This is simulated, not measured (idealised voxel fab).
process module | voxel spacer lines
cross-section cut | 295 nm wide | cells 5 nm
A cross-section is a grid of square cells, given in bands from the top down. A band is one or more rows of cells.
Each band's line starts with the height of the band's top and of its bottom, in nm. Then come its materials from left to right, each with its width in nm. One material with "throughout" fills the band from edge to edge. "air" is empty space.
Height 0 is the level under which the wafer as received is all one material. The lowest band goes on downwards, as in "0 down".
A width such as "30 to 40" changes by the same amount from each row of cells to the next, from the band's top row to its bottom row.
"no change" after a step means that no cell of the cross-section changed.
closed voids: empty space of 8 cells or more with no open way to the top, each as width x height at its distance from the left edge, in nm
after a step's settings: what the simulator itself notes on the step
overlay nm, on a step with a mask: how far to the right of its planned place the mask lay; to the left if negative
plan
1 op RECEIVE | material Si
2 op CONFORMAL_DEP | material Al2O3 | thk nm 5
3 op DIRECTIONAL_DEP | material polySi | thk nm 10
4 op DIRECTIONAL_DEP | material aC | thk nm 25
5 op PATTERN | tone cover | mask id MANDREL | material resist | width nm 20 | pitch nm 60 | thk nm 35 | overlay nm 0
6 op DIRECTIONAL_ETCH | etch materials aC | depth nm 25
7 op STRIP | etch materials resist
8 op CONFORMAL_DEP | material SiO2 | thk nm 10
9 op DIRECTIONAL_ETCH | etch materials SiO2 | depth nm 10
10 op STRIP | etch materials aC
11 op DIRECTIONAL_ETCH | etch materials polySi | depth nm 10
12 op STRIP | etch materials SiO2
13 op FILL_DEP | material lowk | thk nm 5
14 op CMP | height nm 15
first wafer, as planned
as received, after step 1
  0 down: Si throughout
  closed voids: none
after step 2
  5 to 0: Al2O3 throughout
  below 0: unchanged
after step 3
  15 to 5: polySi throughout
  below 5: unchanged
after step 4
  40 to 15: aC throughout
  below 15: unchanged
after step 5
  75 to 40: air 75 | resist 20 | air 40 | resist 20 | air 40 | resist 20 | air 80
  below 40: unchanged
after step 6
  50 to 40: air 75 | resist 20 | air 40 | resist 20 | air 40 | resist 20 | air 80
  40 to 15: air 75 | aC 20 | air 40 | aC 20 | air 40 | aC 20 | air 80
  below 15: unchanged
after step 7
  40 to 15: air 75 | aC 20 | air 40 | aC 20 | air 40 | aC 20 | air 80
  below 15: unchanged
after step 8
  50 to 40: air 65 | SiO2 40 | air 20 | SiO2 40 | air 20 | SiO2 40 | air 70
  40 to 25: air 65 | SiO2 10 | aC 20 | SiO2 10 | air 20 | SiO2 10 | aC 20 | SiO2 10 | air 20 | SiO2 10 | aC 20 | SiO2 10 | air 70
  25 to 15: SiO2 75 | aC 20 | SiO2 40 | aC 20 | SiO2 40 | aC 20 | SiO2 80
  below 15: unchanged
after step 9
  40 to 15: air 65 | SiO2 10 | aC 20 | SiO2 10 | air 20 | SiO2 10 | aC 20 | SiO2 10 | air 20 | SiO2 10 | aC 20 | SiO2 10 | air 70
  below 15: unchanged
after step 10
  40 to 15: air 65 | SiO2 10 | air 20 | SiO2 10 | air 20 | SiO2 10 | air 20 | SiO2 10 | air 20 | SiO2 10 | air 20 | SiO2 10 | air 70
  below 15: unchanged
after step 11
  40 to 15: air 65 | SiO2 10 | air 20 | SiO2 10 | air 20 | SiO2 10 | air 20 | SiO2 10 | air 20 | SiO2 10 | air 20 | SiO2 10 | air 70
  15 to 5: air 65 | polySi 10 | air 20 | polySi 10 | air 20 | polySi 10 | air 20 | polySi 10 | air 20 | polySi 10 | air 20 | polySi 10 | air 70
  below 5: unchanged
after step 12
  15 to 5: air 65 | polySi 10 | air 20 | polySi 10 | air 20 | polySi 10 | air 20 | polySi 10 | air 20 | polySi 10 | air 20 | polySi 10 | air 70
  below 5: unchanged
after step 13
  20 to 15: lowk throughout
  15 to 5: lowk 65 | polySi 10 | lowk 20 | polySi 10 | lowk 20 | polySi 10 | lowk 20 | polySi 10 | lowk 20 | polySi 10 | lowk 20 | polySi 10 | lowk 70
  below 5: unchanged
after step 14
  15 to 5: lowk 65 | polySi 10 | lowk 20 | polySi 10 | lowk 20 | polySi 10 | lowk 20 | polySi 10 | lowk 20 | polySi 10 | lowk 20 | polySi 10 | lowk 70
  below 5: unchanged
second wafer: like start, like plan, one mistake. Through step 12 it matches the first wafer
when step 13 should have ended
  25 to 15: lowk throughout
  15 to 5: lowk 65 | polySi 10 | lowk 20 | polySi 10 | lowk 20 | polySi 10 | lowk 20 | polySi 10 | lowk 20 | polySi 10 | lowk 20 | polySi 10 | lowk 70
  below 5: unchanged
when step 14 should have ended
  15 to 5: lowk 65 | polySi 10 | lowk 20 | polySi 10 | lowk 20 | polySi 10 | lowk 20 | polySi 10 | lowk 20 | polySi 10 | lowk 20 | polySi 10 | lowk 70
  below 5: unchanged
what went wrong: step 13 was run twice
at the end the two cross-sections are the same: no effect in what this model computes
